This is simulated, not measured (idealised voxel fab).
process module | voxel released beams
cross-section cut | 145 nm wide | cells 5 nm
A cross-section is a grid of square cells, given in bands from the top down. A band is one or more rows of cells.
Each band's line starts with the height of the band's top and of its bottom, in nm. Then come its materials from left to right, each with its width in nm. One material with "throughout" fills the band from edge to edge. "air" is empty space.
Height 0 is the level under which the wafer as received is all one material. The lowest band goes on downwards, as in "0 down".
A width such as "30 to 40" changes by the same amount from each row of cells to the next, from the band's top row to its bottom row.
"no change" after a step means that no cell of the cross-section changed.
closed voids: empty space of 8 cells or more with no open way to the top, each as width x height at its distance from the left edge, in nm
after a step's settings: what the simulator itself notes on the step
overlay nm, on a step with a mask: how far to the right of its planned place the mask lay; to the left if negative
plan
1 op RECEIVE | material Si
2 op CONFORMAL_DEP | material Al2O3 | thk nm 5
3 op DIRECTIONAL_DEP | material SiO2 | thk nm 15
4 op PATTERN | tone open | mask id ANCHOR | material resist | width nm 45 | thk nm 15 | overlay nm 0
5 op DIRECTIONAL_ETCH | etch materials SiO2 | depth nm 15
6 op STRIP | etch materials resist
7 op CONFORMAL_DEP | material W | thk nm 15
8 op MASKED_ETCH | tone cover | mask id BEAM | width nm 95 | etch materials W | depth nm 15 | overlay nm 0
9 op STRIP | etch materials SiO2
as received, after step 1
  0 down: Si throughout
  closed voids: none
first wafer at the end, as planned
  35 to 20: air 20 | W 20 | air 15 | W 60 | air 30
  20 to 5: air 25 | W 45 | air 75
  5 to 0: Al2O3 throughout
  0 down: Si throughout
  closed voids: none
second wafer at the end: like start, like plan, one mistake
  30 to 15: air 20 | W 20 | air 15 | W 60 | air 30
  15 to 0: air 25 | W 45 | air 75
  0 down: Si throughout
  closed voids: none
what went wrong: step 2 was left out
at the end the second wafer has, in cells: 29 fewer of Al2O3
